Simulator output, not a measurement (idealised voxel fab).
The process module that follows is named voxel released beams.
Shown is cross-section cut, with a width of 225 nm and square cells of size 5 nm.
Format of a cross-section: grid, square cells. Given as bands. Order: top down. Band: one or more rows of cells.
Read a band's entry like this: the first values are the height of its top and the height of its bottom in nm, and what follows is the sequence of materials from left to right, each with its width in nm. Note that "blank" is empty space, and that a single material marked "edge to edge" reaches across the band from edge to edge.
Beneath 0, the wafer as received is one material, and that level is where height counting begins. The lowest band goes on downward without a bottom; it is written like "0..down".
Width "30 to 40": first value at the band's top row of cells, second value at its bottom row, equal change from row to row.
Where the words "no modifications" appear for a step, the cross-section shows no cell changed by that step; every cell remained as before.
"Enclosed void inventory" contains a list of empty spaces, each no smaller than 8 cells and without an open way to the top, written in the form width x height at distance with the distance from the left edge and all three in nm.
Post-settings text on a step line: simulator's own remark regarding the step.
The setting "overlay nm" may be written on the line of a step. When the step uses a mask, the value reports how far to the right of the planned place the mask lay, and a negative value reports that it lay to the left.

### The planned process steps are enumerated hereunder
step 1: RECEIVE, material Si
step 2: CONFORMAL_DEP, material Al2O3, thk nm 10
step 3: DIRECTIONAL_DEP, material SiO2, thk nm 20
step 4: DIRECTIONAL_DEP, material aC, thk nm 15
step 5: PATTERN, tone open, mask id ANCHOR, material resist, width nm 45, thk nm 35, overlay nm -15
step 6: DIRECTIONAL_ETCH, etch materials aC, depth nm 15
step 7: STRIP, etch materials resist
step 8: DIRECTIONAL_ETCH, etch materials SiO2, depth nm 20
step 9: STRIP, etch materials aC
step 10: CONFORMAL_DEP, material polySi, thk nm 15
step 11: PATTERN, tone cover, mask id BEAM, material resist, width nm 120, thk nm 20, overlay nm 0
step 12: DIRECTIONAL_ETCH, etch materials polySi, depth nm 15
step 13: STRIP, etch materials resist
step 14: STRIP, etch materials SiO2
Every wafer here starts from the same state; it is the step 5 overlay nm that distinguishes them, and the value the plan gives belongs to the first wafer.

### Cross-section, first of several wafers, as delivered after step 1
  0..down | Si edge to edge
  Enclosed void inventory: none

### Wafer rows, end of module: cells per material gained (+) or lost (-) since receipt; closed voids last
overlay nm -15, +90 Al2O3, +96 polySi, Enclosed void inventory: none
overlay nm -10, +90 Al2O3, +96 polySi, Enclosed void inventory: none
overlay nm -5, +90 Al2O3, +96 polySi, Enclosed void inventory: none
overlay nm 0, +90 Al2O3, +96 polySi, Enclosed void inventory: none
overlay nm 5, +90 Al2O3, +96 polySi, Enclosed void inventory: none
overlay nm 10, +90 Al2O3, +96 polySi, Enclosed void inventory: none
overlay nm 15, +90 Al2O3, +96 polySi, Enclosed void inventory: none
